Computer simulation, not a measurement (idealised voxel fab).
You're looking at the process module voxel spacer lines.
Each square cell in cross-section cut measures 5 nm, and the section as a whole is 175 nm wide.
A cross-section in this document is a grid of square cells, and it is written down as bands, the top band listed before the ones below it; a band is made up of one or more rows of cells.
It is stipulated that each band's entry specify, in nanometres, the height of the top of the band and then that of its bottom, followed by the materials of the band in left-to-right sequence, each together with its width in nanometres. A single material marked by the word "everywhere" is understood to fill the band from edge to edge; the word "empty" is understood to denote empty space.
Height reference: 0 = level under which incoming wafer is all one material. Lowest band: no bottom, runs on downward, e.g. "0 -> down".
So if you see something like "30 to 40" for the width, read it as the top row of the band sitting at the first number and the bottom row at the second, with every row in between moving by the same amount as the last.
Any step labelled "identical to before" changed none of the cells in the cross-section.
Entry "Sealed internal cavities". Content: empty spaces with no open connection to the top, size 8 cells or greater. Each: width x height at distance. Distance: from left edge. Unit: nm.
It should be noted that, on the line of a given step, the content following the step's settings is a remark produced by the simulator itself with respect to that step.
"overlay nm" answers the question of how far to the right of plan the mask lay on a step that has a mask, and when it is negative the answer is to the left.

Here's what the planned process steps look like:
1 RECEIVE, material Si
2 CONFORMAL_DEP, material Al2O3, thk nm 10
3 DIRECTIONAL_DEP, material polySi, thk nm 20
4 DIRECTIONAL_DEP, material aC, thk nm 30
5 PATTERN, tone cover, mask id MANDREL, material resist, width nm 20, pitch nm 60, thk nm 40, overlay nm 0
6 DIRECTIONAL_ETCH, etch materials aC, depth nm 30
7 STRIP, etch materials resist
8 CONFORMAL_DEP, material SiN, thk nm 10
9 DIRECTIONAL_ETCH, etch materials SiN, depth nm 10
10 STRIP, etch materials aC
11 DIRECTIONAL_ETCH, etch materials polySi, depth nm 20
12 STRIP, etch materials SiN
13 FILL_DEP, material SiO2, thk nm 5
14 CMP, height nm 30

Received-state cross-section, reflecting completion of step 1:
- 0 -> down: Si everywhere
- Sealed internal cavities: none

The module was run from the start shown above using the plan shown above, but one mistake was made doing it; the resulting wafer cross-section is below:
- 30 -> 20: Al2O3 everywhere
- 20 -> 0: polySi everywhere
- 0 -> down: Si everywhere
- Sealed internal cavities: none
What went wrong in running the wafer? steps 2 and 3 of the plan were run in the wrong order, each in the other's place
